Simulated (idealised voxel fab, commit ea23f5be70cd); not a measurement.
The name of this process module is voxel self aligned contacts.
Cross-section cut spans 245 nm and uses square cells 5 nm in size.
The cross-sections in this document take the form of a grid made of square cells. They are written out as bands, in order from top to bottom. Each band consists of one or more rows of cells.
Top, bottom (nm), then materials left to right with widths (nm); lone material tagged "edge to edge" fills the whole band edge to edge; "blank" = empty space.
Zero point of the height axis is 0; under it, received wafer = one material. Lowest band: continues down indefinitely, "0 nm and below".
A width given as "30->40" starts at the first number in the band's top row and ends at the second number in its bottom row, shifting by an equal amount at every step from row to row.
Where a step carries "nothing got changed", the cross-section came out of it unchanged, cell for cell.
The entry "Listed closed voids" lists the empty spaces that cover at least 8 cells and have no open path to the top. Each is written as width x height at distance, where the distance is measured from the left edge and all three values are in nm.
Anything after a step's settings on that line? It's the simulator's own note about the step.
overlay nm, on a step with a mask: how far to the right of its planned place the mask lay; to the left if negative
-- Below is the list of planned process steps
step 1: RECEIVE,material Si
step 2: CONFORMAL_DEP,material SiO2,thk nm 5
step 3: DIRECTIONAL_DEP,material polySi,thk nm 20
step 4: DIRECTIONAL_DEP,material SiN,thk nm 20
step 5: PATTERN,tone cover,mask id GATE,material resist,width nm 35,pitch nm 70,thk nm 20,overlay nm 0
step 6: DIRECTIONAL_ETCH,etch materials SiN,depth nm 20
step 7: DIRECTIONAL_ETCH,etch materials polySi,depth nm 20
step 8: STRIP,etch materials resist
step 9: CONFORMAL_DEP,material SiN,thk nm 5
step 10: DIRECTIONAL_ETCH,etch materials SiN,depth nm 5
step 11: FILL_DEP,material SiO2,thk nm 10
step 12: CMP,height nm 50
step 13: DIRECTIONAL_DEP,material aC,thk nm 15
step 14: PATTERN,tone open,mask id CONTACT,material resist,width nm 45,pitch nm 70,thk nm 35,overlay nm 0
step 15: DIRECTIONAL_ETCH,etch materials aC,depth nm 15
step 16: STRIP,etch materials resist
step 17: DIRECTIONAL_ETCH,etch materials SiO2,depth nm 50
step 18: STRIP,etch materials aC
step 19: CONFORMAL_DEP,material TiN,thk nm 5
step 20: FILL_DEP,material W,thk nm 5
step 21: CMP,height nm 50
step 22: CONFORMAL_DEP,material SiCN,thk nm 5
-- Cross-section of the wafer as it came to us, i.e., already through step 1
0 nm and below  Si edge to edge
Listed closed voids: none
-- End-of-module cross-section of the first of two wafers, processed as planned
55 nm to 50 nm  SiCN edge to edge
50 nm to 45 nm  SiO2=65; TiN=15; W=15; TiN=15; SiO2=25; TiN=15; W=15; TiN=15; SiO2=65
45 nm to 25 nm  SiO2=30; SiN=45; TiN=5; W=15; TiN=5; SiN=45; TiN=5; W=15; TiN=5; SiN=45; SiO2=30
25 nm to 5 nm  SiO2=30; SiN=5; polySi=35; SiN=5; TiN=5; W=15; TiN=5; SiN=5; polySi=35; SiN=5; TiN=5; W=15; TiN=5; SiN=5; polySi=35; SiN=5; SiO2=30
5 nm to 0 nm  SiO2=75; TiN=25; SiO2=45; TiN=25; SiO2=75
0 nm and below  Si edge to edge
Listed closed voids: none
-- Second wafer cross-section at end of module - shared start and plan with the first, one mistake in the run
55 nm to 50 nm  SiCN edge to edge
50 nm to 45 nm  SiO2=65; TiN=15; aC=15; TiN=15; SiO2=25; TiN=15; aC=15; TiN=15; SiO2=65
45 nm to 25 nm  SiO2=30; SiN=45; TiN=5; aC=15; TiN=5; SiN=45; TiN=5; aC=15; TiN=5; SiN=45; SiO2=30
25 nm to 5 nm  SiO2=30; SiN=5; polySi=35; SiN=5; TiN=5; aC=15; TiN=5; SiN=5; polySi=35; SiN=5; TiN=5; aC=15; TiN=5; SiN=5; polySi=35; SiN=5; SiO2=30
5 nm to 0 nm  SiO2=75; TiN=25; SiO2=45; TiN=25; SiO2=75
0 nm and below  Si edge to edge
Listed closed voids: none
What broke from the plan during processing? step 20 off recipe, ran as FILL_DEP,material aC,thk nm 5
End of process, cell counts, second wafer against first, materials with more or fewer: 54 fewer of W, 54 more of aC
